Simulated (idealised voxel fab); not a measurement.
The name of this process module is voxel capacitor over wiring.
The figure presents cross-section cut, which has a width of 300 nm and is divided into square cells with an edge length of 5 nm.
We lay out every cross-section as a grid of square cells and spell it out in bands from the top down, where one band means one or more rows of cells. Each band's line starts with the height of the band's top and of its bottom, in nm. Then come its materials from left to right, each with its width in nm. One material with "all across" fills the band from edge to edge. "empty" is empty space. We count height from 0. Below that, the starting wafer is all one material. The lowest band never ends at the bottom but goes on down; see "top 0, no bottom" for how that is written. Width: "30 to 40" (first number = top row, second number = bottom row, same change from row to row of cells). You'll sometimes find "nothing was modified" written for a step, and that's the way of saying that nowhere in the cross-section did a cell change during that step. Closed-off voids of 8+ cells (no open route to the top) go in "Trapped voids", written width x height at distance from the left edge, in nm. Read whatever lies past the settings on a step's line as the simulator's own remark about the step. "overlay nm" on a masked step: distance the mask lay right of its planned place, negative for left.

Here's what the planned process steps look like
1,RECEIVE (material Si)
2,CONFORMAL_DEP (material SiO2; thk nm 15)
3,CONFORMAL_DEP (material SiN; thk nm 5)
4,DIRECTIONAL_DEP (material lowk; thk nm 20)
5,PATTERN (tone open; mask id METAL_1; material resist; width nm 20; pitch nm 90; thk nm 20; overlay nm 0)
6,DIRECTIONAL_ETCH (etch materials lowk; depth nm 20)
7,DIRECTIONAL_ETCH (etch materials SiN; depth nm 5)
8,STRIP (etch materials resist)
9,CONFORMAL_DEP (material TiN; thk nm 5)
10,FILL_DEP (material Cu; thk nm 5)
11,CMP (height nm 40)
12,CONFORMAL_DEP (material SiCN; thk nm 5)
13,DIRECTIONAL_DEP (material lowk; thk nm 20)
14,PATTERN (tone open; mask id PLUG_1; material resist; width nm 15; thk nm 20; overlay nm 0)
15,DIRECTIONAL_ETCH (etch materials lowk; depth nm 20)
16,DIRECTIONAL_ETCH (etch materials SiCN; depth nm 5)
17,STRIP (etch materials resist)
18,CONFORMAL_DEP (material TiN; thk nm 5)
19,FILL_DEP (material Ru; thk nm 10)
20,CMP (height nm 65)
21,DIRECTIONAL_DEP (material TiN; thk nm 5)
22,DIRECTIONAL_DEP (material HfO2; thk nm 5)
23,DIRECTIONAL_DEP (material TiN; thk nm 5)
24,DIRECTIONAL_DEP (material aC; thk nm 15)
25,PATTERN (tone cover; mask id UPPER_PLATE; material resist; width nm 75; thk nm 35; overlay nm 0)
26,DIRECTIONAL_ETCH (etch materials aC; depth nm 15)
27,STRIP (etch materials resist)
28,DIRECTIONAL_ETCH (etch materials TiN; depth nm 5)
29,DIRECTIONAL_ETCH (etch materials HfO2; depth nm 5)
30,STRIP (etch materials aC)
31,MASKED_ETCH (tone cover; mask id LOWER_PLATE; width nm 85; etch materials TiN; depth nm 5; overlay nm 0)
32,FILL_DEP (material SiO2; thk nm 15)
33,CMP (height nm 90)
34,MASKED_ETCH (tone open; mask id PLUG_2; width nm 15; etch materials SiO2; depth nm 10; overlay nm 0)
35,CONFORMAL_DEP (material TiN; thk nm 5)
36,FILL_DEP (material Cu; thk nm 10)
37,CMP (height nm 90)
38,CONFORMAL_DEP (material SiCN; thk nm 5)

So, the first of our two wafers, run just as we planned it

Here's what the wafer looked like in cross-section when it arrived - that's after step 1
    top 0, no bottom | Si all across
    Trapped voids: none

Sectional view: wafer, after step 2
    top 15, bottom 0 | SiO2 all across
    Beneath the level 0, the cross-section is identical to its previous state.

Sectional view: wafer, after step 3
    top 20, bottom 15 | SiN all across
    Beneath the level 15, the cross-section is identical to its previous state.

Sectional view: wafer, after step 4
    top 40, bottom 20 | lowk all across
    Beneath the level 20, the cross-section is identical to its previous state.

Sectional view: wafer, after step 5
    top 60, bottom 40 | resist 95 nm | empty 20 nm | resist 70 nm | empty 20 nm | resist 95 nm
    Beneath the level 40, the cross-section is identical to its previous state.

Sectional view: wafer, after step 6
    top 60, bottom 40 | resist 95 nm | empty 20 nm | resist 70 nm | empty 20 nm | resist 95 nm
    top 40, bottom 20 | lowk 95 nm | empty 20 nm | lowk 70 nm | empty 20 nm | lowk 95 nm
    Beneath the level 20, the cross-section is identical to its previous state.

Sectional view: wafer, after step 7
    top 60, bottom 40 | resist 95 nm | empty 20 nm | resist 70 nm | empty 20 nm | resist 95 nm
    top 40, bottom 20 | lowk 95 nm | empty 20 nm | lowk 70 nm | empty 20 nm | lowk 95 nm
    top 20, bottom 15 | SiN 95 nm | empty 20 nm | SiN 70 nm | empty 20 nm | SiN 95 nm
    Beneath the level 15, the cross-section is identical to its previous state.

Sectional view: wafer, after step 8
    top 40, bottom 20 | lowk 95 nm | empty 20 nm | lowk 70 nm | empty 20 nm | lowk 95 nm
    Beneath the level 20, the cross-section is identical to its previous state.

Sectional view: wafer, after step 9
    top 45, bottom 40 | TiN 100 nm | empty 10 nm | TiN 80 nm | empty 10 nm | TiN 100 nm
    top 40, bottom 20 | lowk 95 nm | TiN 5 nm | empty 10 nm | TiN 5 nm | lowk 70 nm | TiN 5 nm | empty 10 nm | TiN 5 nm | lowk 95 nm
    top 20, bottom 15 | SiN 95 nm | TiN 20 nm | SiN 70 nm | TiN 20 nm | SiN 95 nm
    Beneath the level 15, the cross-section is identical to its previous state.

Sectional view: wafer, after step 10
    top 50, bottom 45 | Cu all across
    top 45, bottom 40 | TiN 100 nm | Cu 10 nm | TiN 80 nm | Cu 10 nm | TiN 100 nm
    top 40, bottom 20 | lowk 95 nm | TiN 5 nm | Cu 10 nm | TiN 5 nm | lowk 70 nm | TiN 5 nm | Cu 10 nm | TiN 5 nm | lowk 95 nm
    Beneath the level 20, the cross-section is identical to its previous state.

Sectional view: wafer, after step 11
    top 40, bottom 20 | lowk 95 nm | TiN 5 nm | Cu 10 nm | TiN 5 nm | lowk 70 nm | TiN 5 nm | Cu 10 nm | TiN 5 nm | lowk 95 nm
    Beneath the level 20, the cross-section is identical to its previous state.

Sectional view: wafer, after step 12
    top 45, bottom 40 | SiCN all across
    Beneath the level 40, the cross-section is identical to its previous state.

Sectional view: wafer, after step 13
    top 65, bottom 45 | lowk all across
    Beneath the level 45, the cross-section is identical to its previous state.

Sectional view: wafer, after step 14
    top 85, bottom 65 | resist 100 nm | empty 15 nm | resist 185 nm
    Beneath the level 65, the cross-section is identical to its previous state.

Sectional view: wafer, after step 15
    top 85, bottom 65 | resist 100 nm | empty 15 nm | resist 185 nm
    top 65, bottom 45 | lowk 100 nm | empty 15 nm | lowk 185 nm
    Beneath the level 45, the cross-section is identical to its previous state.

Sectional view: wafer, after step 16
    top 85, bottom 65 | resist 100 nm | empty 15 nm | resist 185 nm
    top 65, bottom 45 | lowk 100 nm | empty 15 nm | lowk 185 nm
    top 45, bottom 40 | SiCN 100 nm | empty 15 nm | SiCN 185 nm
    Beneath the level 40, the cross-section is identical to its previous state.

Sectional view: wafer, after step 17
    top 65, bottom 45 | lowk 100 nm | empty 15 nm | lowk 185 nm
    Beneath the level 45, the cross-section is identical to its previous state.

Sectional view: wafer, after step 18
    top 70, bottom 65 | TiN 105 nm | empty 5 nm | TiN 190 nm
    top 65, bottom 45 | lowk 100 nm | TiN 5 nm | empty 5 nm | TiN 5 nm | lowk 185 nm
    top 45, bottom 40 | SiCN 100 nm | TiN 15 nm | SiCN 185 nm
    Beneath the level 40, the cross-section is identical to its previous state.

Sectional view: wafer, after step 19
    top 80, bottom 70 | Ru all across
    top 70, bottom 65 | TiN 105 nm | Ru 5 nm | TiN 190 nm
    top 65, bottom 45 | lowk 100 nm | TiN 5 nm | Ru 5 nm | TiN 5 nm | lowk 185 nm
    Beneath the level 45, the cross-section is identical to its previous state.

Sectional view: wafer, after step 20
    top 65, bottom 45 | lowk 100 nm | TiN 5 nm | Ru 5 nm | TiN 5 nm | lowk 185 nm
    Beneath the level 45, the cross-section is identical to its previous state.

Sectional view: wafer, after step 21
    top 70, bottom 65 | TiN all across
    Beneath the level 65, the cross-section is identical to its previous state.

Sectional view: wafer, after step 22
    top 75, bottom 70 | HfO2 all across
    Beneath the level 70, the cross-section is identical to its previous state.

Sectional view: wafer, after step 23
    top 80, bottom 75 | TiN all across
    Beneath the level 75, the cross-section is identical to its previous state.

Sectional view: wafer, after step 24
    top 95, bottom 80 | aC all across
    Beneath the level 80, the cross-section is identical to its previous state.

Sectional view: wafer, after step 25
    top 130, bottom 95 | empty 100 nm | resist 75 nm | empty 125 nm
    Beneath the level 95, the cross-section is identical to its previous state.

Sectional view: wafer, after step 26
    top 115, bottom 95 | empty 100 nm | resist 75 nm | empty 125 nm
    top 95, bottom 80 | empty 100 nm | aC 75 nm | empty 125 nm
    Beneath the level 80, the cross-section is identical to its previous state.

Sectional view: wafer, after step 27
    top 95, bottom 80 | empty 100 nm | aC 75 nm | empty 125 nm
    Beneath the level 80, the cross-section is identical to its previous state.

Sectional view: wafer, after step 28
    top 95, bottom 80 | empty 100 nm | aC 75 nm | empty 125 nm
    top 80, bottom 75 | empty 100 nm | TiN 75 nm | empty 125 nm
    Beneath the level 75, the cross-section is identical to its previous state.

Sectional view: wafer, after step 29
    top 95, bottom 80 | empty 100 nm | aC 75 nm | empty 125 nm
    top 80, bottom 75 | empty 100 nm | TiN 75 nm | empty 125 nm
    top 75, bottom 70 | empty 100 nm | HfO2 75 nm | empty 125 nm
    Beneath the level 70, the cross-section is identical to its previous state.

Sectional view: wafer, after step 30
    top 80, bottom 75 | empty 100 nm | TiN 75 nm | empty 125 nm
    Beneath the level 75, the cross-section is identical to its previous state.

Sectional view: wafer, after step 31
    top 80, bottom 75 | empty 100 nm | TiN 75 nm | empty 125 nm
    top 75, bottom 70 | empty 100 nm | HfO2 75 nm | empty 125 nm
    top 70, bottom 65 | empty 95 nm | TiN 85 nm | empty 120 nm
    Beneath the level 65, the cross-section is identical to its previous state.

Sectional view: wafer, after step 32
    top 95, bottom 80 | SiO2 all across
    top 80, bottom 75 | SiO2 100 nm | TiN 75 nm | SiO2 125 nm
    top 75, bottom 70 | SiO2 100 nm | HfO2 75 nm | SiO2 125 nm
    top 70, bottom 65 | SiO2 95 nm | TiN 85 nm | SiO2 120 nm
    Beneath the level 65, the cross-section is identical to its previous state.

Sectional view: wafer, after step 33
    top 90, bottom 80 | SiO2 all across
    Beneath the level 80, the cross-section is identical to its previous state.

Sectional view: wafer, after step 34
    top 90, bottom 80 | SiO2 110 nm | empty 15 nm | SiO2 175 nm
    Beneath the level 80, the cross-section is identical to its previous state.

Sectional view: wafer, after step 35
    top 95, bottom 90 | TiN 115 nm | empty 5 nm | TiN 180 nm
    top 90, bottom 85 | SiO2 110 nm | TiN 5 nm | empty 5 nm | TiN 5 nm | SiO2 175 nm
    top 85, bottom 75 | SiO2 110 to 100 nm | TiN 15 to 75 nm | SiO2 175 to 125 nm
    Beneath the level 75, the cross-section is identical to its previous state.

Sectional view: wafer, after step 36
    top 105, bottom 95 | Cu all across
    top 95, bottom 90 | TiN 115 nm | Cu 5 nm | TiN 180 nm
    top 90, bottom 85 | SiO2 110 nm | TiN 5 nm | Cu 5 nm | TiN 5 nm | SiO2 175 nm
    Beneath the level 85, the cross-section is identical to its previous state.

Sectional view: wafer, after step 37
    top 90, bottom 85 | SiO2 110 nm | TiN 5 nm | Cu 5 nm | TiN 5 nm | SiO2 175 nm
    Beneath the level 85, the cross-section is identical to its previous state.

Sectional view: wafer, after step 38
    top 95, bottom 90 | SiCN all across
    Beneath the level 90, the cross-section is identical to its previous state.

The Second Wafer: Common Origin and Plan, One Mistake in Execution, Identical to the First Through Step 24

Cross-sectional view of the second wafer at the intended end time of process step 25
    top 130, bottom 95 | empty 110 nm | resist 75 nm | empty 115 nm
    Beneath the level 95, the cross-section is identical to its previous state.

Cross-sectional view of the second wafer at the intended end time of process step 26
    top 115, bottom 95 | empty 110 nm | resist 75 nm | empty 115 nm
    top 95, bottom 80 | empty 110 nm | aC 75 nm | empty 115 nm
    Beneath the level 80, the cross-section is identical to its previous state.

Cross-sectional view of the second wafer at the intended end time of process step 27
    top 95, bottom 80 | empty 110 nm | aC 75 nm | empty 115 nm
    Beneath the level 80, the cross-section is identical to its previous state.

Cross-sectional view of the second wafer at the intended end time of process step 28
    top 95, bottom 80 | empty 110 nm | aC 75 nm | empty 115 nm
    top 80, bottom 75 | empty 110 nm | TiN 75 nm | empty 115 nm
    Beneath the level 75, the cross-section is identical to its previous state.

Cross-sectional view of the second wafer at the intended end time of process step 29
    top 95, bottom 80 | empty 110 nm | aC 75 nm | empty 115 nm
    top 80, bottom 75 | empty 110 nm | TiN 75 nm | empty 115 nm
    top 75, bottom 70 | empty 110 nm | HfO2 75 nm | empty 115 nm
    Beneath the level 70, the cross-section is identical to its previous state.

Cross-sectional view of the second wafer at the intended end time of process step 30
    top 80, bottom 75 | empty 110 nm | TiN 75 nm | empty 115 nm
    Beneath the level 75, the cross-section is identical to its previous state.

Cross-sectional view of the second wafer at the intended end time of process step 31
    top 80, bottom 75 | empty 110 nm | TiN 70 nm | empty 120 nm
    top 75, bottom 70 | empty 110 nm | HfO2 75 nm | empty 115 nm
    top 70, bottom 65 | empty 95 nm | TiN 90 nm | empty 115 nm
    Beneath the level 65, the cross-section is identical to its previous state.

Cross-sectional view of the second wafer at the intended end time of process step 32
    top 95, bottom 80 | SiO2 all across
    top 80, bottom 75 | SiO2 110 nm | TiN 70 nm | SiO2 120 nm
    top 75, bottom 70 | SiO2 110 nm | HfO2 75 nm | SiO2 115 nm
    top 70, bottom 65 | SiO2 95 nm | TiN 90 nm | SiO2 115 nm
    Beneath the level 65, the cross-section is identical to its previous state.

Cross-sectional view of the second wafer at the intended end time of process step 33
    top 90, bottom 80 | SiO2 all across
    Beneath the level 80, the cross-section is identical to its previous state.

Cross-sectional view of the second wafer at the intended end time of process step 34
    top 90, bottom 80 | SiO2 110 nm | empty 15 nm | SiO2 175 nm
    Beneath the level 80, the cross-section is identical to its previous state.

Cross-sectional view of the second wafer at the intended end time of process step 35
    top 95, bottom 90 | TiN 115 nm | empty 5 nm | TiN 180 nm
    top 90, bottom 85 | SiO2 110 nm | TiN 5 nm | empty 5 nm | TiN 5 nm | SiO2 175 nm
    top 85, bottom 75 | SiO2 110 nm | TiN 15 to 70 nm | SiO2 175 to 120 nm
    Beneath the level 75, the cross-section is identical to its previous state.

Cross-sectional view of the second wafer at the intended end time of process step 36
    top 105, bottom 95 | Cu all across
    top 95, bottom 90 | TiN 115 nm | Cu 5 nm | TiN 180 nm
    top 90, bottom 85 | SiO2 110 nm | TiN 5 nm | Cu 5 nm | TiN 5 nm | SiO2 175 nm
    Beneath the level 85, the cross-section is identical to its previous state.

Cross-sectional view of the second wafer at the intended end time of process step 37
    top 90, bottom 85 | SiO2 110 nm | TiN 5 nm | Cu 5 nm | TiN 5 nm | SiO2 175 nm
    Beneath the level 85, the cross-section is identical to its previous state.

Cross-sectional view of the second wafer at the intended end time of process step 38
    top 95, bottom 90 | SiCN all across
    Beneath the level 90, the cross-section is identical to its previous state.
What was done differently from what was planned? off-plan run, step 25, actual operation and settings PATTERN (tone cover; mask id UPPER_PLATE; material resist; width nm 75; thk nm 35; overlay nm 10)
Tallied in cells, the final second wafer holds each material in the same quantity as the first, although not at the same places.
